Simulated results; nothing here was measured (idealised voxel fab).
A process module follows: voxel wiring stack.
Pictured: cross-section cut, 295 nm wide, on a grid of 5 nm square cells.
When this document writes out a cross-section, it uses a grid of square cells and lists it as bands, beginning at the top and moving down, with a band standing for one or more rows of cells.
Quick guide to a band line: top height, bottom height (nm) up front; then every material left to right with its width in nm. Only one material and it's marked "all across"? Then it fills the band edge to edge. And "empty" just means empty space.
Height reference: 0 = level under which incoming wafer is all one material. Lowest band: no bottom, runs on downward, e.g. "top 0, no bottom".
Think of "30 to 40" as a width that walks from the first number to the second as you go down the band, top row to bottom row, taking equal-sized steps from row to row.
The designation "nothing was modified", where it is given for a processing step, indicates that no cell of the cross-section was altered in the course of that step.
In the "Unvented internal voids" entry, you get each enclosed empty space of 8 cells or more, one with no open way to the top, written width x height at distance, distance from the left edge, in nm.
Text after the settings on a step's line: the simulator's own remark on that step.
A step's line can hold "overlay nm"; with a mask on that step, the setting says how far right of the planned place the mask lay, while a negative setting says it lay to the left.

PROCESS STEPS (PLANNED)
1) op RECEIVE | material Si
2) op CONFORMAL_DEP | material SiO2 | thk nm 10
3) op DIRECTIONAL_DEP | material TiN | thk nm 5
4) op DIRECTIONAL_DEP | material Ru | thk nm 20
5) op PATTERN | tone cover | mask id METAL_1 | material resist | width nm 30 | pitch nm 50 | thk nm 15 | overlay nm 0
6) op DIRECTIONAL_ETCH | etch materials Ru | depth nm 20
7) op DIRECTIONAL_ETCH | etch materials TiN | depth nm 5
8) op STRIP | etch materials resist
9) op FILL_DEP | material lowk | thk nm 10
10) op CMP | height nm 35
11) op CONFORMAL_DEP | material SiCN | thk nm 5
12) op DIRECTIONAL_DEP | material lowk | thk nm 20
13) op PATTERN | tone open | mask id PLUG_1 | material resist | width nm 15 | pitch nm 50 | thk nm 20 | overlay nm 0
14) op DIRECTIONAL_ETCH | etch materials lowk | depth nm 20
15) op DIRECTIONAL_ETCH | etch materials SiCN | depth nm 5
16) op STRIP | etch materials resist
17) op EPI | material Ru | thk nm 10
18) op EPI | material Ru | thk nm 10
19) op EPI | material Ru | thk nm 5
20) op DIRECTIONAL_DEP | material TiN | thk nm 5
21) op DIRECTIONAL_DEP | material W | thk nm 20
22) op MASKED_ETCH | tone cover | mask id METAL_2 | width nm 30 | pitch nm 50 | etch materials W | depth nm 20 | overlay nm 0
23) op MASKED_ETCH | tone cover | mask id METAL_2 | width nm 30 | pitch nm 50 | etch materials TiN | depth nm 5 | overlay nm 0
24) op CONFORMAL_DEP | material SiN | thk nm 5
25) op FILL_DEP | material SiO2 | thk nm 10
26) op CMP | height nm 85
27) op CONFORMAL_DEP | material SiCN | thk nm 5

AS-RECEIVED WAFER CROSS-SECTION (AFTER STEP 1)
	top 0, no bottom  Si all across
	Unvented internal voids: none

FIRST OF TWO WAFERS, END-OF-MODULE SECTION, RUN FOLLOWED PLAN
	top 90, bottom 85  SiCN all across
	top 85, bottom 65  SiO2 75 nm / SiN 5 nm / W 30 nm / SiN 5 nm / SiO2 10 nm / SiN 5 nm / W 30 nm / SiN 5 nm / SiO2 10 nm / SiN 5 nm / W 30 nm / SiN 5 nm / SiO2 80 nm
	top 65, bottom 60  SiN 80 nm / TiN 30 nm / SiN 20 nm / TiN 30 nm / SiN 20 nm / TiN 30 nm / SiN 85 nm
	top 60, bottom 40  lowk 80 nm / Ru 15 nm / lowk 35 nm / Ru 15 nm / lowk 35 nm / Ru 15 nm / lowk 100 nm
	top 40, bottom 35  SiCN 80 nm / Ru 15 nm / SiCN 35 nm / Ru 15 nm / SiCN 35 nm / Ru 15 nm / SiCN 100 nm
	top 35, bottom 15  lowk 80 nm / Ru 30 nm / lowk 20 nm / Ru 30 nm / lowk 20 nm / Ru 30 nm / lowk 85 nm
	top 15, bottom 10  lowk 80 nm / TiN 30 nm / lowk 20 nm / TiN 30 nm / lowk 20 nm / TiN 30 nm / lowk 85 nm
	top 10, bottom 0  SiO2 all across
	top 0, no bottom  Si all across
	Unvented internal voids: none

SECOND OF TWO WAFERS, MODULE COMPLETE, SECTIONED: IT SHARES THE FIRST WAFER'S START AND PLAN BUT WAS RUN WITH ONE MISTAKE
	top 90, bottom 85  SiCN all across
	top 85, bottom 65  W 75 nm / SiN 5 nm / W 30 nm / SiN 5 nm / W 10 nm / SiN 5 nm / W 30 nm / SiN 5 nm / W 10 nm / SiN 5 nm / W 30 nm / SiN 5 nm / W 80 nm
	top 65, bottom 60  SiN 80 nm / TiN 30 nm / SiN 20 nm / TiN 30 nm / SiN 20 nm / TiN 30 nm / SiN 85 nm
	top 60, bottom 40  lowk 80 nm / Ru 15 nm / lowk 35 nm / Ru 15 nm / lowk 35 nm / Ru 15 nm / lowk 100 nm
	top 40, bottom 35  SiCN 80 nm / Ru 15 nm / SiCN 35 nm / Ru 15 nm / SiCN 35 nm / Ru 15 nm / SiCN 100 nm
	top 35, bottom 15  lowk 80 nm / Ru 30 nm / lowk 20 nm / Ru 30 nm / lowk 20 nm / Ru 30 nm / lowk 85 nm
	top 15, bottom 10  lowk 80 nm / TiN 30 nm / lowk 20 nm / TiN 30 nm / lowk 20 nm / TiN 30 nm / lowk 85 nm
	top 10, bottom 0  SiO2 all across
	top 0, no bottom  Si all across
	Unvented internal voids: none
what went wrong: note that step 25 departed from the planned setting and was carried out as op FILL_DEP | material W | thk nm 10
In the final state, the cell counts of the second wafer exceed or fall short of those of the first for the following materials: -140 SiO2 | +140 W
